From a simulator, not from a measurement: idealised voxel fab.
process module | voxel released beams
cross-section cut | 280 nm wide | cells 5 nm
A cross-section is a grid of square cells, given in bands from the top down. A band is one or more rows of cells.
Each band's line starts with the height of the band's top and of its bottom, in nm. Then come its materials from left to right, each with its width in nm. One material with "throughout" fills the band from edge to edge. "air" is empty space.
Height 0 is the level under which the wafer as received is all one material. The lowest band goes on downwards, as in "0 down".
A width such as "30 to 40" changes by the same amount from each row of cells to the next, from the band's top row to its bottom row.
"no change" after a step means that no cell of the cross-section changed.
closed voids: empty space of 8 cells or more with no open way to the top, each as width x height at its distance from the left edge, in nm
after a step's settings: what the simulator itself notes on the step
overlay nm, on a step with a mask: how far to the right of its planned place the mask lay; to the left if negative
plan
1 op RECEIVE | material Si
2 op CONFORMAL_DEP | material SiN | thk nm 5
3 op DIRECTIONAL_DEP | material SiO2 | thk nm 15
4 op MASKED_ETCH | tone open | mask id ANCHOR | width nm 30 | etch materials SiO2 | depth nm 15 | overlay nm 0
5 op CONFORMAL_DEP | material W | thk nm 10
6 op DIRECTIONAL_DEP | material aC | thk nm 10
7 op PATTERN | tone cover | mask id BEAM | material resist | width nm 85 | thk nm 30 | overlay nm 0
8 op DIRECTIONAL_ETCH | etch materials aC | depth nm 10
9 op STRIP | etch materials resist
10 op DIRECTIONAL_ETCH | etch materials W | depth nm 10
11 op STRIP | etch materials aC
12 op STRIP | etch materials SiO2
varied across the wafers: thk nm of step 2. The plan shows the first wafer's value. All wafers start alike
first wafer as received, after step 1
  0 down: Si throughout
  closed voids: none
each wafer at the end: cells of each material gained (+) or lost (-) since it was received, then its closed voids
thk nm 5 | +56 SiN | +46 W | closed voids: none
thk nm 10 | +112 SiN | +46 W | closed voids: none
thk nm 15 | +168 SiN | +46 W | closed voids: none
thk nm 20 | +224 SiN | +46 W | closed voids: none
thk nm 25 | +280 SiN | +46 W | closed voids: none
